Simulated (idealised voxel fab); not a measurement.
Process module name: voxel ribs on slabs
Section shown: cut. Width: 270 nm. Cell size: 5 nm, square.
Reading order for cross-sections: top band down to bottom band. Underlying form: a grid of square cells. Band size: one or more rows of cells.
Band entry format. Leading values: height of top, height of bottom, nm. Remainder: materials in left-to-right order, each with its width in nm. Special words: "edge to edge" on a single material, which then fills the band edge to edge; "empty", empty space.
A quick word on heights: they are counted from 0, and under that level the wafer as it came to us is one material throughout. The lowest band is different from the rest in having no bottom; it simply continues downward, written as in "0 -> down".
The two numbers in a width such as "30 to 40" mark its ends across the band: the first belongs to the top row of cells, the second to the bottom row, and from each row to the next the width moves by the same amount.
You'll sometimes find "nothing was modified" written for a step, and that's the way of saying that nowhere in the cross-section did a cell change during that step.
The label "Unvented internal voids" introduces a list of the empty spaces, 8 cells or larger, that have no open way up to the top; each entry in it reads width x height at distance, where the distance is taken from the left edge and all three are stated in nm.
Formally, on a step line, whatever follows the settings is a remark that the simulator itself makes on the step.
"overlay nm", when on a step's line for a step with a mask, measures how far to the right of its planned place the mask lay; a negative measure means to the left.
**Below is the list of planned process steps**
1: RECEIVE, material Si
2: DIRECTIONAL_DEP, material SiO2, thk nm 20
3: DIRECTIONAL_DEP, material SiN, thk nm 15
4: MASKED_ETCH, tone cover, mask id RIB, width nm 15, etch materials SiN, depth nm 5, overlay nm 0
5: DIRECTIONAL_DEP, material aC, thk nm 10
6: PATTERN, tone cover, mask id SLAB, material resist, width nm 65, thk nm 30, overlay nm 0
7: DIRECTIONAL_ETCH, etch materials aC, depth nm 10
8: STRIP, etch materials resist
9: DIRECTIONAL_ETCH, etch materials SiN, depth nm 10
10: STRIP, etch materials aC
11: FILL_DEP, material SiO2, thk nm 20
12: CMP, height nm 50
13: DIRECTIONAL_DEP, material W, thk nm 5
14: PATTERN, tone cover, mask id HEATER, material resist, width nm 25, thk nm 20, overlay nm 0
15: DIRECTIONAL_ETCH, etch materials W, depth nm 5
16: STRIP, etch materials resist
17: CONFORMAL_DEP, material SiO2, thk nm 10
**The cross-section here shows the wafer as received, i.e. in its state after step 1**
    0 -> down = Si edge to edge
    Unvented internal voids: none
**Here's the cross-section of the first of our two wafers at the end of the module - it ran as planned**
    65 -> 60 = empty 110 / SiO2 45 / empty 115
    60 -> 55 = SiO2 edge to edge
    55 -> 50 = SiO2 120 / W 25 / SiO2 125
    50 -> 35 = SiO2 edge to edge
    35 -> 30 = SiO2 125 / SiN 15 / SiO2 130
    30 -> 20 = SiO2 100 / SiN 65 / SiO2 105
    20 -> 0 = SiO2 edge to edge
    0 -> down = Si edge to edge
    Unvented internal voids: none
**Wafer two, end of module, cross-section. Same start, same plan as wafer one. One mistake in the run**
    65 -> 60 = empty 110 / SiO2 45 / empty 115
    60 -> 55 = SiO2 edge to edge
    55 -> 50 = SiO2 120 / W 25 / SiO2 125
    50 -> 35 = SiO2 edge to edge
    35 -> 20 = SiO2 125 / SiN 15 / SiO2 130
    20 -> 0 = SiO2 edge to edge
    0 -> down = Si edge to edge
    Unvented internal voids: none
Here's what went sideways: step 4 off recipe, ran as MASKED_ETCH, tone cover, mask id RIB, width nm 15, etch materials SiN, depth nm 15, overlay nm 0
at the end the second wafer has, in cells: SiN -20, SiO2 +20
